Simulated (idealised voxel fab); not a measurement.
Module name: voxel quadruple lines (process module)
We display cut, a cross-section 170 nm in width whose square cells are each 5 nm.
This document writes a cross-section as a grid whose cells are square, and gives it as bands, listed from the top down; one or more rows of cells form a band.
Top, bottom (nm), then materials left to right with widths (nm); lone material tagged "everywhere" fills the whole band edge to edge; "blank" = empty space.
Note: height 0 marks the level under which the wafer is uniformly one material as received. Lowest band unbounded below, written "0 down".
Graded width ("30..40"): value in top row of band = first number; value in bottom row = second number; row-to-row change constant.
"no change" after a step means that no cell of the cross-section changed.
If an empty space has no open way to the top and is at least 8 cells in size, "Cavities, closed" lists it, written width x height at distance, where distance is measured from the left edge and every value is in nm.
Past the settings on a step's line: simulator remark, on that step.
For masked steps, "overlay nm" on the step line gives how far right of plan the mask actually lay; a minus sign means it lay to the left.
Process steps (planned)
| 1 | RECEIVE with material Si |
| 2 | CONFORMAL_DEP with material Al2O3, thk nm 10 |
| 3 | DIRECTIONAL_DEP with material Ru, thk nm 15 |
| 4 | DIRECTIONAL_DEP with material polySi, thk nm 20 |
| 5 | DIRECTIONAL_DEP with material aC, thk nm 25 |
| 6 | PATTERN with tone cover, mask id MANDREL, material resist, width nm 30, thk nm 30, overlay nm 0 |
| 7 | DIRECTIONAL_ETCH with etch materials aC, depth nm 25 |
| 8 | STRIP with etch materials resist |
| 9 | CONFORMAL_DEP with material SiO2, thk nm 10 |
| 10 | DIRECTIONAL_ETCH with etch materials SiO2, depth nm 10 |
| 11 | STRIP with etch materials aC |
| 12 | DIRECTIONAL_ETCH with etch materials polySi, depth nm 20 |
| 13 | STRIP with etch materials SiO2 |
| 14 | CONFORMAL_DEP with material SiN, thk nm 10 |
| 15 | DIRECTIONAL_ETCH with etch materials SiN, depth nm 10 |
| 16 | STRIP with etch materials polySi |
| 17 | DIRECTIONAL_ETCH with etch materials Ru, depth nm 15 |
| 18 | STRIP with etch materials SiN |
| 19 | FILL_DEP with material SiO2, thk nm 10 |
| 20 | CMP with height nm 25 |
Wafer cross-section on receipt, i.e. after step 1
	0 down  Si everywhere
	Cavities, closed: none
Cross-section at module end, one run error; start and plan unchanged from above
	25 to 10  SiO2: 50; Ru: 10; SiO2: 10; Ru: 10; SiO2: 10; Ru: 10; SiO2: 10; Ru: 10; SiO2: 50
	10 to 0  Ru everywhere
	0 down  Si everywhere
	Cavities, closed: none
Against the plan, the run slipped here: step 2, actual vs plan mismatch, actual run CONFORMAL_DEP with material Ru, thk nm 10
